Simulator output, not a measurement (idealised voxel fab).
process module | voxel plated lines
cross-section cut | 245 nm wide | cells 5 nm
A cross-section is a grid of square cells, given in bands from the top down. A band is one or more rows of cells.
Each band's line starts with the height of the band's top and of its bottom, in nm. Then come its materials from left to right, each with its width in nm. One material with "throughout" fills the band from edge to edge. "air" is empty space.
Height 0 is the level under which the wafer as received is all one material. The lowest band goes on downwards, as in "0 down".
A width such as "30 to 40" changes by the same amount from each row of cells to the next, from the band's top row to its bottom row.
"no change" after a step means that no cell of the cross-section changed.
closed voids: empty space of 8 cells or more with no open way to the top, each as width x height at its distance from the left edge, in nm
after a step's settings: what the simulator itself notes on the step
overlay nm, on a step with a mask: how far to the right of its planned place the mask lay; to the left if negative
plan
1 op RECEIVE | material Si
2 op CONFORMAL_DEP | material SiN | thk nm 15
3 op DIRECTIONAL_DEP | material TiN | thk nm 5
4 op PATTERN | tone open | mask id LINES | material resist | width nm 20 | pitch nm 45 | thk nm 15 | overlay nm 0
5 op EPI | material Ru | thk nm 10
6 op STRIP | etch materials resist
7 op DIRECTIONAL_ETCH | etch materials TiN | depth nm 5
8 op CONFORMAL_DEP | material SiO2 | thk nm 5
first wafer, as planned
as received, after step 1
  0 down: Si throughout
  closed voids: none
after step 2
  15 to 0: SiN throughout
  below 0: unchanged
after step 3
  20 to 15: TiN throughout
  below 15: unchanged
after step 4
  35 to 20: resist 45 | air 20 | resist 25 | air 20 | resist 25 | air 20 | resist 25 | air 20 | resist 45
  below 20: unchanged
after step 5
  35 to 30: resist 45 | air 20 | resist 25 | air 20 | resist 25 | air 20 | resist 25 | air 20 | resist 45
  30 to 20: resist 45 | Ru 20 | resist 25 | Ru 20 | resist 25 | Ru 20 | resist 25 | Ru 20 | resist 45
  below 20: unchanged
after step 6
  30 to 20: air 45 | Ru 20 | air 25 | Ru 20 | air 25 | Ru 20 | air 25 | Ru 20 | air 45
  below 20: unchanged
after step 7
  30 to 20: air 45 | Ru 20 | air 25 | Ru 20 | air 25 | Ru 20 | air 25 | Ru 20 | air 45
  20 to 15: air 45 | TiN 20 | air 25 | TiN 20 | air 25 | TiN 20 | air 25 | TiN 20 | air 45
  below 15: unchanged
after step 8
  35 to 30: air 40 | SiO2 30 | air 15 | SiO2 30 | air 15 | SiO2 30 | air 15 | SiO2 30 | air 40
  30 to 20: air 40 | SiO2 5 | Ru 20 | SiO2 5 | air 15 | SiO2 5 | Ru 20 | SiO2 5 | air 15 | SiO2 5 | Ru 20 | SiO2 5 | air 15 | SiO2 5 | Ru 20 | SiO2 5 | air 40
  20 to 15: SiO2 45 | TiN 20 | SiO2 25 | TiN 20 | SiO2 25 | TiN 20 | SiO2 25 | TiN 20 | SiO2 45
  below 15: unchanged
second wafer: like start, like plan, one mistake. Through step 3 it matches the first wafer
when step 4 should have ended
  35 to 20: air 45 | resist 20 | air 25 | resist 20 | air 25 | resist 20 | air 25 | resist 20 | air 45
  below 20: unchanged
when step 5 should have ended
  35 to 30: air 45 | resist 20 | air 25 | resist 20 | air 25 | resist 20 | air 25 | resist 20 | air 45
  30 to 20: Ru 45 | resist 20 | Ru 25 | resist 20 | Ru 25 | resist 20 | Ru 25 | resist 20 | Ru 45
  below 20: unchanged
when step 6 should have ended
  30 to 20: Ru 45 | air 20 | Ru 25 | air 20 | Ru 25 | air 20 | Ru 25 | air 20 | Ru 45
  below 20: unchanged
when step 7 should have ended
  30 to 20: Ru 45 | air 20 | Ru 25 | air 20 | Ru 25 | air 20 | Ru 25 | air 20 | Ru 45
  20 to 15: TiN 45 | air 20 | TiN 25 | air 20 | TiN 25 | air 20 | TiN 25 | air 20 | TiN 45
  below 15: unchanged
when step 8 should have ended
  35 to 30: SiO2 50 | air 10 | SiO2 35 | air 10 | SiO2 35 | air 10 | SiO2 35 | air 10 | SiO2 50
  30 to 20: Ru 45 | SiO2 5 | air 10 | SiO2 5 | Ru 25 | SiO2 5 | air 10 | SiO2 5 | Ru 25 | SiO2 5 | air 10 | SiO2 5 | Ru 25 | SiO2 5 | air 10 | SiO2 5 | Ru 45
  20 to 15: TiN 45 | SiO2 20 | TiN 25 | SiO2 20 | TiN 25 | SiO2 20 | TiN 25 | SiO2 20 | TiN 45
  below 15: unchanged
what went wrong: step 4 ran as: op PATTERN | tone cover | mask id LINES | material resist | width nm 20 | pitch nm 45 | thk nm 15 | overlay nm 0
at the end the second wafer has, in cells: 34 more of Ru | 17 more of TiN
